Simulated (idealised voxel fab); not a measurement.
Presented below is a process module, voxel transistor to metal.
Square cells of 5 nm make up the cross-section cut, whose width is 285 nm.
Just so we're on the same page, the cross-sections are grids of square cells, and they're listed out in bands top to bottom, each band one or more rows deep.
Read a band's entry like this: the first values are the height of its top and the height of its bottom in nm, and what follows is the sequence of materials from left to right, each with its width in nm. Note that "empty" is empty space, and that a single material marked "throughout" reaches across the band from edge to edge.
Heights are expressed relative to 0, this being the level below which the as-received wafer comprises one material exclusively. The lowest band is unbounded in the downward direction and is denoted as in "z 0 and below".
When a width is written as two numbers, as in "30 to 40", the first number is the width in the top row of cells of the band and the second is the width in its bottom row, and the width changes by the same amount from each row to the next.
Take "identical to before" at face value: in the step it is given for, the cross-section changed in none of its cells.
This entry, "Closed void register", enumerates those empty regions of no fewer than 8 cells that possess no open connection to the top. Each region is reported in the form width x height at distance, the distance being taken from the left edge, with all three quantities expressed in nm.
Formally, on a step line, whatever follows the settings is a remark that the simulator itself makes on the step.
overlay nm: on a step with a mask, how far right of its planned place the mask lay; negative means left.
Below is the list of planned process steps
1) RECEIVE (material Si)
2) CONFORMAL_DEP (material SiO2; thk nm 5)
3) CONFORMAL_DEP (material SiN; thk nm 10)
4) PATTERN (tone cover; mask id ACTIVE; material resist; width nm 115; pitch nm 140; thk nm 15; overlay nm 0)
5) DIRECTIONAL_ETCH (etch materials SiN; depth nm 10)
6) DIRECTIONAL_ETCH (etch materials SiO2; depth nm 5)
7) DIRECTIONAL_ETCH (etch materials Si; depth nm 25)
8) STRIP (etch materials resist)
9) OXIDIZE (depth nm 5)
10) FILL_DEP (material SiO2; thk nm 5)
11) CMP (height nm 15)
12) SELECTIVE_ETCH (etch materials SiO2; depth nm 5)
13) STRIP (etch materials SiN)
14) SELECTIVE_ETCH (etch materials SiO2; depth nm 5)
15) OXIDIZE (depth nm 5)
16) DIRECTIONAL_DEP (material polySi; thk nm 25)
17) DIRECTIONAL_DEP (material SiCN; thk nm 10)
18) PATTERN (tone cover; mask id GATE; material resist; width nm 25; pitch nm 140; thk nm 20; overlay nm 0)
19) DIRECTIONAL_ETCH (etch materials SiCN; depth nm 20)
20) DIRECTIONAL_ETCH (etch materials polySi; depth nm 35)
21) STRIP (etch materials resist)
22) CONFORMAL_DEP (material SiO2; thk nm 5)
23) DIRECTIONAL_ETCH (etch materials SiO2; depth nm 5)
24) CONFORMAL_DEP (material SiN; thk nm 10)
25) DIRECTIONAL_ETCH (etch materials SiN; depth nm 10)
26) DIRECTIONAL_ETCH (etch materials SiO2; depth nm 5)
27) DIRECTIONAL_ETCH (etch materials Si; depth nm 5)
28) EPI (material nSi; thk nm 5)
29) FILL_DEP (material SiO2; thk nm 5)
30) CMP (height nm 35)
31) DIRECTIONAL_DEP (material SiO2; thk nm 10)
32) DIRECTIONAL_DEP (material aC; thk nm 10)
33) PATTERN (tone open; mask id CONTACT; material resist; width nm 35; pitch nm 70; thk nm 30; overlay nm 0)
34) DIRECTIONAL_ETCH (etch materials aC; depth nm 10)
35) STRIP (etch materials resist)
36) DIRECTIONAL_ETCH (etch materials SiO2; depth nm 50)
37) STRIP (etch materials aC)
38) CONFORMAL_DEP (material TiN; thk nm 5)
39) FILL_DEP (material W; thk nm 5)
40) CMP (height nm 45)
41) DIRECTIONAL_DEP (material TiN; thk nm 5)
42) DIRECTIONAL_DEP (material W; thk nm 25)
43) PATTERN (tone cover; mask id METAL_1; material resist; width nm 20; thk nm 15; overlay nm 0)
44) DIRECTIONAL_ETCH (etch materials W; depth nm 25)
45) DIRECTIONAL_ETCH (etch materials TiN; depth nm 5)
46) STRIP (etch materials resist)
47) CONFORMAL_DEP (material SiN; thk nm 5)
48) FILL_DEP (material SiO2; thk nm 10)
49) CMP (height nm 75)
50) CONFORMAL_DEP (material SiCN; thk nm 5)
Cross-section, incoming material, after step 1
  z 0 and below: Si throughout
  Closed void register: none
Wafer cross-section at end of module: start and plan as shown above, one execution error
  z 80 to 75: SiCN throughout
  z 75 to 50: 15 of SiO2 | 5 of SiN | 20 of W | 5 of SiN | 55 of SiO2 | 5 of SiN | 20 of W | 5 of SiN | 25 of SiO2 | 5 of SiN | 20 of W | 5 of SiN | 55 of SiO2 | 5 of SiN | 20 of W | 5 of SiN | 15 of SiO2
  z 50 to 45: 20 of SiN | 20 of TiN | 65 of SiN | 20 of TiN | 35 of SiN | 20 of TiN | 65 of SiN | 20 of TiN | 20 of SiN
  z 45 to 40: 25 of TiN | 25 of W | 45 of TiN | 25 of W | 45 of TiN | 25 of W | 45 of TiN | 25 of W | 25 of TiN
  z 40 to 35: 20 of SiO2 | 5 of TiN | 15 of W | 15 of TiN | 35 of SiO2 | 15 of TiN | 15 of W | 5 of TiN | 35 of SiO2 | 5 of TiN | 15 of W | 15 of TiN | 35 of SiO2 | 15 of TiN | 15 of W | 5 of TiN | 20 of SiO2
  z 35 to 25: 20 of SiO2 | 5 of TiN | 15 of W | 5 of TiN | 10 of SiN | 5 of SiO2 | 25 of SiCN | 5 of SiO2 | 10 of SiN | 5 of TiN | 15 of W | 5 of TiN | 35 of SiO2 | 5 of TiN | 15 of W | 5 of TiN | 10 of SiN | 5 of SiO2 | 25 of SiCN | 5 of SiO2 | 10 of SiN | 5 of TiN | 15 of W | 5 of TiN | 20 of SiO2
  z 25 to 10: 20 of SiO2 | 5 of TiN | 15 of W | 5 of TiN | 10 of SiN | 5 of SiO2 | 25 of polySi | 5 of SiO2 | 10 of SiN | 5 of TiN | 15 of W | 5 of TiN | 35 of SiO2 | 5 of TiN | 15 of W | 5 of TiN | 10 of SiN | 5 of SiO2 | 25 of polySi | 5 of SiO2 | 10 of SiN | 5 of TiN | 15 of W | 5 of TiN | 20 of SiO2
  z 10 to 5: 20 of SiO2 | 10 of TiN | 10 of W | 5 of TiN | 10 of SiN | 5 of SiO2 | 25 of polySi | 5 of SiO2 | 10 of SiN | 5 of TiN | 10 of W | 10 of TiN | 35 of SiO2 | 10 of TiN | 10 of W | 5 of TiN | 10 of SiN | 5 of SiO2 | 25 of polySi | 5 of SiO2 | 10 of SiN | 5 of TiN | 10 of W | 10 of TiN | 20 of SiO2
  z 5 to 0: 15 of SiO2 | 10 of SiN | 20 of TiN | 10 of SiN | 5 of SiO2 | 25 of polySi | 5 of SiO2 | 10 of SiN | 20 of TiN | 10 of SiN | 25 of SiO2 | 10 of SiN | 20 of TiN | 10 of SiN | 5 of SiO2 | 25 of polySi | 5 of SiO2 | 10 of SiN | 20 of TiN | 10 of SiN | 15 of SiO2
  z 0 to -5: 25 of SiO2 | 5 of nSi | 10 of TiN | 5 of nSi | 55 of SiO2 | 5 of nSi | 10 of TiN | 5 of nSi | 45 of SiO2 | 5 of nSi | 10 of TiN | 5 of nSi | 55 of SiO2 | 5 of nSi | 10 of TiN | 5 of nSi | 25 of SiO2
  z -5 to -10: 20 of SiO2 | 5 of Si | 20 of nSi | 55 of Si | 20 of nSi | 5 of Si | 35 of SiO2 | 5 of Si | 20 of nSi | 55 of Si | 20 of nSi | 5 of Si | 20 of SiO2
  z -10 to -30: 20 of SiO2 | 105 of Si | 35 of SiO2 | 105 of Si | 20 of SiO2
  z -30 and below: Si throughout
  Closed void register: none
Plan not followed: in deviation from the planned setting, step 31 was conducted as DIRECTIONAL_DEP (material SiO2; thk nm 5)
